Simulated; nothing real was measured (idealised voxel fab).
Proc. module: voxel self aligned vias
Displayed cross-section: cut, width of 260 nm, square cells sized 5 nm.
When this document writes out a cross-section, it uses a grid of square cells and lists it as bands, beginning at the top and moving down, with a band standing for one or more rows of cells.
The band entry comprises the height of the band's top followed by the height of its bottom, expressed in nm, and subsequently the band's materials from left to right, each stated together with its width in nm. Where a single material is marked with the word "full width", that material fills the band from edge to edge. The word "blank" represents empty space.
Convention: height 0 is the level below which the wafer, as received, is all one material. The lowest band does not terminate at the bottom but continues downward, represented as "top 0, no bottom".
A two-number width, for instance "30..40", indicates that the width is equal to the first number in the top row of the band and to the second number in the bottom row, and that it changes by a constant amount per row of cells.
Step note "same as before" = no cross-section cell changed.
Each empty space that has no open way to the top and spans at least 8 cells appears under "Closed void list" as width x height at distance, the distance counted from the left edge, all in nm.
On a step's line, text after the settings is the simulator commenting on that step.
overlay nm: mask right of planned place by this much (step with mask). Neg. = left.

[Process steps (planned)]
1. RECEIVE: material Si
2. CONFORMAL_DEP: material SiO2, thk nm 10
3. CONFORMAL_DEP: material SiCN, thk nm 5
4. DIRECTIONAL_DEP: material SiO2, thk nm 30
5. MASKED_ETCH: tone open, mask id LINES, width nm 20, pitch nm 55, etch materials SiO2, depth nm 30, overlay nm 0
6. CONFORMAL_DEP: material TiN, thk nm 5
7. FILL_DEP: material Ru, thk nm 5
8. CMP: height nm 45
9. SELECTIVE_ETCH: etch materials W Ru TiN, depth nm 5
10. FILL_DEP: material SiN, thk nm 5
11. CMP: height nm 45
12. DIRECTIONAL_DEP: material SiO2, thk nm 15
13. MASKED_ETCH: tone open, mask id VIAS, width nm 30, pitch nm 55, etch materials SiO2, depth nm 15, overlay nm 0
14. MASKED_ETCH: tone open, mask id VIAS, width nm 30, pitch nm 55, etch materials SiN, depth nm 5, overlay nm 0
15. CONFORMAL_DEP: material TiN, thk nm 5
16. FILL_DEP: material Cu, thk nm 10
17. CMP: height nm 60
18. CONFORMAL_DEP: material SiN, thk nm 5

[On the first of the two wafers: run conducted according to plan]

[As received (post step 1): cross-section]
	top 0, no bottom: Si full width
	Closed void list: none

[You're looking at a cross-section of the wafer after step 2]
	top 10, bottom 0: SiO2 full width
	Whatever lies below 0 is exactly as it was before.

[You're looking at a cross-section of the wafer after step 3]
	top 15, bottom 10: SiCN full width
	Whatever lies below 10 is exactly as it was before.

[You're looking at a cross-section of the wafer after step 4]
	top 45, bottom 15: SiO2 full width
	Whatever lies below 15 is exactly as it was before.

[You're looking at a cross-section of the wafer after step 5]
	top 45, bottom 15: 65 SiO2, then 20 blank, then 35 SiO2, then 20 blank, then 35 SiO2, then 20 blank, then 65 SiO2
	Whatever lies below 15 is exactly as it was before.

[You're looking at a cross-section of the wafer after step 6]
	top 50, bottom 45: 70 TiN, then 10 blank, then 45 TiN, then 10 blank, then 45 TiN, then 10 blank, then 70 TiN
	top 45, bottom 20: 65 SiO2, then 5 TiN, then 10 blank, then 5 TiN, then 35 SiO2, then 5 TiN, then 10 blank, then 5 TiN, then 35 SiO2, then 5 TiN, then 10 blank, then 5 TiN, then 65 SiO2
	top 20, bottom 15: 65 SiO2, then 20 TiN, then 35 SiO2, then 20 TiN, then 35 SiO2, then 20 TiN, then 65 SiO2
	Whatever lies below 15 is exactly as it was before.

[You're looking at a cross-section of the wafer after step 7]
	top 55, bottom 50: Ru full width
	top 50, bottom 45: 70 TiN, then 10 Ru, then 45 TiN, then 10 Ru, then 45 TiN, then 10 Ru, then 70 TiN
	top 45, bottom 20: 65 SiO2, then 5 TiN, then 10 Ru, then 5 TiN, then 35 SiO2, then 5 TiN, then 10 Ru, then 5 TiN, then 35 SiO2, then 5 TiN, then 10 Ru, then 5 TiN, then 65 SiO2
	Whatever lies below 20 is exactly as it was before.

[You're looking at a cross-section of the wafer after step 8]
	top 45, bottom 20: 65 SiO2, then 5 TiN, then 10 Ru, then 5 TiN, then 35 SiO2, then 5 TiN, then 10 Ru, then 5 TiN, then 35 SiO2, then 5 TiN, then 10 Ru, then 5 TiN, then 65 SiO2
	Whatever lies below 20 is exactly as it was before.

[You're looking at a cross-section of the wafer after step 9]
	top 45, bottom 40: 65 SiO2, then 20 blank, then 35 SiO2, then 20 blank, then 35 SiO2, then 20 blank, then 65 SiO2
	Whatever lies below 40 is exactly as it was before.

[You're looking at a cross-section of the wafer after step 10]
	top 50, bottom 45: SiN full width
	top 45, bottom 40: 65 SiO2, then 20 SiN, then 35 SiO2, then 20 SiN, then 35 SiO2, then 20 SiN, then 65 SiO2
	Whatever lies below 40 is exactly as it was before.

[You're looking at a cross-section of the wafer after step 11]
	top 45, bottom 40: 65 SiO2, then 20 SiN, then 35 SiO2, then 20 SiN, then 35 SiO2, then 20 SiN, then 65 SiO2
	Whatever lies below 40 is exactly as it was before.

[You're looking at a cross-section of the wafer after step 12]
	top 60, bottom 45: SiO2 full width
	Whatever lies below 45 is exactly as it was before.

[You're looking at a cross-section of the wafer after step 13]
	top 60, bottom 45: 60 SiO2, then 30 blank, then 25 SiO2, then 30 blank, then 25 SiO2, then 30 blank, then 60 SiO2
	Whatever lies below 45 is exactly as it was before.

[You're looking at a cross-section of the wafer after step 14]
	top 60, bottom 45: 60 SiO2, then 30 blank, then 25 SiO2, then 30 blank, then 25 SiO2, then 30 blank, then 60 SiO2
	top 45, bottom 40: 65 SiO2, then 20 blank, then 35 SiO2, then 20 blank, then 35 SiO2, then 20 blank, then 65 SiO2
	Whatever lies below 40 is exactly as it was before.

[You're looking at a cross-section of the wafer after step 15]
	top 65, bottom 60: 65 TiN, then 20 blank, then 35 TiN, then 20 blank, then 35 TiN, then 20 blank, then 65 TiN
	top 60, bottom 50: 60 SiO2, then 5 TiN, then 20 blank, then 5 TiN, then 25 SiO2, then 5 TiN, then 20 blank, then 5 TiN, then 25 SiO2, then 5 TiN, then 20 blank, then 5 TiN, then 60 SiO2
	top 50, bottom 45: 60 SiO2, then 10 TiN, then 10 blank, then 10 TiN, then 25 SiO2, then 10 TiN, then 10 blank, then 10 TiN, then 25 SiO2, then 10 TiN, then 10 blank, then 10 TiN, then 60 SiO2
	top 45, bottom 40: 65 SiO2, then 20 TiN, then 35 SiO2, then 20 TiN, then 35 SiO2, then 20 TiN, then 65 SiO2
	Whatever lies below 40 is exactly as it was before.

[You're looking at a cross-section of the wafer after step 16]
	top 75, bottom 65: Cu full width
	top 65, bottom 60: 65 TiN, then 20 Cu, then 35 TiN, then 20 Cu, then 35 TiN, then 20 Cu, then 65 TiN
	top 60, bottom 50: 60 SiO2, then 5 TiN, then 20 Cu, then 5 TiN, then 25 SiO2, then 5 TiN, then 20 Cu, then 5 TiN, then 25 SiO2, then 5 TiN, then 20 Cu, then 5 TiN, then 60 SiO2
	top 50, bottom 45: 60 SiO2, then 10 TiN, then 10 Cu, then 10 TiN, then 25 SiO2, then 10 TiN, then 10 Cu, then 10 TiN, then 25 SiO2, then 10 TiN, then 10 Cu, then 10 TiN, then 60 SiO2
	Whatever lies below 45 is exactly as it was before.

[You're looking at a cross-section of the wafer after step 17]
	top 60, bottom 50: 60 SiO2, then 5 TiN, then 20 Cu, then 5 TiN, then 25 SiO2, then 5 TiN, then 20 Cu, then 5 TiN, then 25 SiO2, then 5 TiN, then 20 Cu, then 5 TiN, then 60 SiO2
	Whatever lies below 50 is exactly as it was before.

[You're looking at a cross-section of the wafer after step 18]
	top 65, bottom 60: SiN full width
	Whatever lies below 60 is exactly as it was before.

[Second wafer. Start and plan as for the first. One mistake made in running. Agrees with the first up to and including step 4]

[Cross-sectional representation of the second wafer at the time designated in the plan for the completion of step 5]
	top 45, bottom 15: 65 blank, then 20 SiO2, then 35 blank, then 20 SiO2, then 35 blank, then 20 SiO2, then 65 blank
	Whatever lies below 15 is exactly as it was before.

[Cross-sectional representation of the second wafer at the time designated in the plan for the completion of step 6]
	top 50, bottom 45: 60 blank, then 30 TiN, then 25 blank, then 30 TiN, then 25 blank, then 30 TiN, then 60 blank
	top 45, bottom 20: 60 blank, then 5 TiN, then 20 SiO2, then 5 TiN, then 25 blank, then 5 TiN, then 20 SiO2, then 5 TiN, then 25 blank, then 5 TiN, then 20 SiO2, then 5 TiN, then 60 blank
	top 20, bottom 15: 65 TiN, then 20 SiO2, then 35 TiN, then 20 SiO2, then 35 TiN, then 20 SiO2, then 65 TiN
	Whatever lies below 15 is exactly as it was before.

[Cross-sectional representation of the second wafer at the time designated in the plan for the completion of step 7]
	top 55, bottom 50: Ru full width
	top 50, bottom 45: 60 Ru, then 30 TiN, then 25 Ru, then 30 TiN, then 25 Ru, then 30 TiN, then 60 Ru
	top 45, bottom 20: 60 Ru, then 5 TiN, then 20 SiO2, then 5 TiN, then 25 Ru, then 5 TiN, then 20 SiO2, then 5 TiN, then 25 Ru, then 5 TiN, then 20 SiO2, then 5 TiN, then 60 Ru
	Whatever lies below 20 is exactly as it was before.

[Cross-sectional representation of the second wafer at the time designated in the plan for the completion of step 8]
	top 45, bottom 20: 60 Ru, then 5 TiN, then 20 SiO2, then 5 TiN, then 25 Ru, then 5 TiN, then 20 SiO2, then 5 TiN, then 25 Ru, then 5 TiN, then 20 SiO2, then 5 TiN, then 60 Ru
	Whatever lies below 20 is exactly as it was before.

[Cross-sectional representation of the second wafer at the time designated in the plan for the completion of step 9]
	top 45, bottom 40: 65 blank, then 20 SiO2, then 35 blank, then 20 SiO2, then 35 blank, then 20 SiO2, then 65 blank
	Whatever lies below 40 is exactly as it was before.

[Cross-sectional representation of the second wafer at the time designated in the plan for the completion of step 10]
	top 50, bottom 45: SiN full width
	top 45, bottom 40: 65 SiN, then 20 SiO2, then 35 SiN, then 20 SiO2, then 35 SiN, then 20 SiO2, then 65 SiN
	Whatever lies below 40 is exactly as it was before.

[Cross-sectional representation of the second wafer at the time designated in the plan for the completion of step 11]
	top 45, bottom 40: 65 SiN, then 20 SiO2, then 35 SiN, then 20 SiO2, then 35 SiN, then 20 SiO2, then 65 SiN
	Whatever lies below 40 is exactly as it was before.

[Cross-sectional representation of the second wafer at the time designated in the plan for the completion of step 12]
	top 60, bottom 45: SiO2 full width
	Whatever lies below 45 is exactly as it was before.

[Cross-sectional representation of the second wafer at the time designated in the plan for the completion of step 13]
	top 60, bottom 45: 60 SiO2, then 30 blank, then 25 SiO2, then 30 blank, then 25 SiO2, then 30 blank, then 60 SiO2
	Whatever lies below 45 is exactly as it was before.

[Cross-sectional representation of the second wafer at the time designated in the plan for the completion of step 14]
	top 60, bottom 45: 60 SiO2, then 30 blank, then 25 SiO2, then 30 blank, then 25 SiO2, then 30 blank, then 60 SiO2
	top 45, bottom 40: 60 SiN, then 5 blank, then 20 SiO2, then 5 blank, then 25 SiN, then 5 blank, then 20 SiO2, then 5 blank, then 25 SiN, then 5 blank, then 20 SiO2, then 5 blank, then 60 SiN
	Whatever lies below 40 is exactly as it was before.

[Cross-sectional representation of the second wafer at the time designated in the plan for the completion of step 15]
	top 65, bottom 60: 65 TiN, then 20 blank, then 35 TiN, then 20 blank, then 35 TiN, then 20 blank, then 65 TiN
	top 60, bottom 50: 60 SiO2, then 5 TiN, then 20 blank, then 5 TiN, then 25 SiO2, then 5 TiN, then 20 blank, then 5 TiN, then 25 SiO2, then 5 TiN, then 20 blank, then 5 TiN, then 60 SiO2
	top 50, bottom 45: 60 SiO2, then 30 TiN, then 25 SiO2, then 30 TiN, then 25 SiO2, then 30 TiN, then 60 SiO2
	top 45, bottom 40: 60 SiN, then 5 TiN, then 20 SiO2, then 5 TiN, then 25 SiN, then 5 TiN, then 20 SiO2, then 5 TiN, then 25 SiN, then 5 TiN, then 20 SiO2, then 5 TiN, then 60 SiN
	Whatever lies below 40 is exactly as it was before.

[Cross-sectional representation of the second wafer at the time designated in the plan for the completion of step 16]
	top 75, bottom 65: Cu full width
	top 65, bottom 60: 65 TiN, then 20 Cu, then 35 TiN, then 20 Cu, then 35 TiN, then 20 Cu, then 65 TiN
	top 60, bottom 50: 60 SiO2, then 5 TiN, then 20 Cu, then 5 TiN, then 25 SiO2, then 5 TiN, then 20 Cu, then 5 TiN, then 25 SiO2, then 5 TiN, then 20 Cu, then 5 TiN, then 60 SiO2
	Whatever lies below 50 is exactly as it was before.

[Cross-sectional representation of the second wafer at the time designated in the plan for the completion of step 17]
	top 60, bottom 50: 60 SiO2, then 5 TiN, then 20 Cu, then 5 TiN, then 25 SiO2, then 5 TiN, then 20 Cu, then 5 TiN, then 25 SiO2, then 5 TiN, then 20 Cu, then 5 TiN, then 60 SiO2
	Whatever lies below 50 is exactly as it was before.

[Cross-sectional representation of the second wafer at the time designated in the plan for the completion of step 18]
	top 65, bottom 60: SiN full width
	Whatever lies below 60 is exactly as it was before.
Error vs. plan: step 5 was run on a setting that differed from the plan, and what really ran there is MASKED_ETCH: tone cover, mask id LINES, width nm 20, pitch nm 55, etch materials SiO2, depth nm 30, overlay nm 0
Final difference in cells, second wafer against first, listed per material as more or fewer: Cu -6, Ru +112, SiN +34, SiO2 -168, TiN +28
